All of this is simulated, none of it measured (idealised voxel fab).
Proc. module: voxel self aligned vias
This is section cut - it's 220 nm across, gridded in 5 nm square cells.
A cross-section in this document is a grid of square cells, and it is written down as bands, the top band listed before the ones below it; a band is made up of one or more rows of cells.
Within each band entry, the heights of the top and of the bottom of the band appear first, in that order and in nm; the materials of the band then follow from left to right, each with its corresponding width in nm. The designation "throughout" on a single material indicates that it fills the band from edge to edge; the designation "air" indicates empty space.
Heights are reckoned from 0. Under this level, the received wafer is all of one material. The bottommost band is open-ended downward, for example "0 -> down".
With a width like "30..40", each row of cells in the band differs from the next by the same amount, the top row carrying the first number and the bottom row the second.
"no change occurred" for a step: no cell of the cross-section changed in that step.
"Sealed void list" means: voids of 8 cells or more that are shut off from the top with no open way through. Written width x height at distance, distance from the left edge, in nm.
Read whatever lies past the settings on a step's line as the simulator's own remark about the step.
"overlay nm" answers the question of how far to the right of plan the mask lay on a step that has a mask, and when it is negative the answer is to the left.
The steps planned for the process are as follows:
1. RECEIVE, material Si
2. CONFORMAL_DEP, material SiO2, thk nm 10
3. CONFORMAL_DEP, material SiCN, thk nm 5
4. DIRECTIONAL_DEP, material SiO2, thk nm 20
5. MASKED_ETCH, tone open, mask id LINES, width nm 20, pitch nm 65, etch materials SiO2, depth nm 20, overlay nm 0
6. CONFORMAL_DEP, material TiN, thk nm 5
7. FILL_DEP, material Ru, thk nm 5
8. CMP, height nm 35
9. SELECTIVE_ETCH, etch materials W Ru TiN, depth nm 5
10. FILL_DEP, material SiN, thk nm 5
11. CMP, height nm 35
12. DIRECTIONAL_DEP, material SiO2, thk nm 20
13. DIRECTIONAL_DEP, material aC, thk nm 15
14. PATTERN, tone open, mask id VIAS, material resist, width nm 40, pitch nm 130, thk nm 35, overlay nm 0
15. DIRECTIONAL_ETCH, etch materials aC, depth nm 15
16. STRIP, etch materials resist
17. DIRECTIONAL_ETCH, etch materials SiO2, depth nm 20
18. DIRECTIONAL_ETCH, etch materials SiN, depth nm 5
19. STRIP, etch materials aC
20. CONFORMAL_DEP, material TiN, thk nm 5
21. FILL_DEP, material Ru, thk nm 5
22. CMP, height nm 55
23. CONFORMAL_DEP, material SiN, thk nm 5
Where the wafers of this document differ is in the thk nm of step 20; they start out the same, and the plan states the value that applied to the first wafer.
Step 1 complete: as-received cross-section of the first of several wafers:
* 0 -> down: Si throughout
* Sealed void list: none
Heads up, this table goes wafer by wafer. A row tells you, at the end of the module, how many cells of each material that wafer has put on (+) or dropped (-) since it was received, and then its closed voids:
thk nm 5; +52 Ru; +44 SiCN; +48 SiN; +328 SiO2; +56 TiN; Sealed void list: none
thk nm 10; +28 Ru; +44 SiCN; +48 SiN; +328 SiO2; +80 TiN; Sealed void list: none
thk nm 15; +16 Ru; +44 SiCN; +48 SiN; +328 SiO2; +92 TiN; Sealed void list: none
thk nm 20; +12 Ru; +44 SiCN; +48 SiN; +328 SiO2; +96 TiN; Sealed void list: none
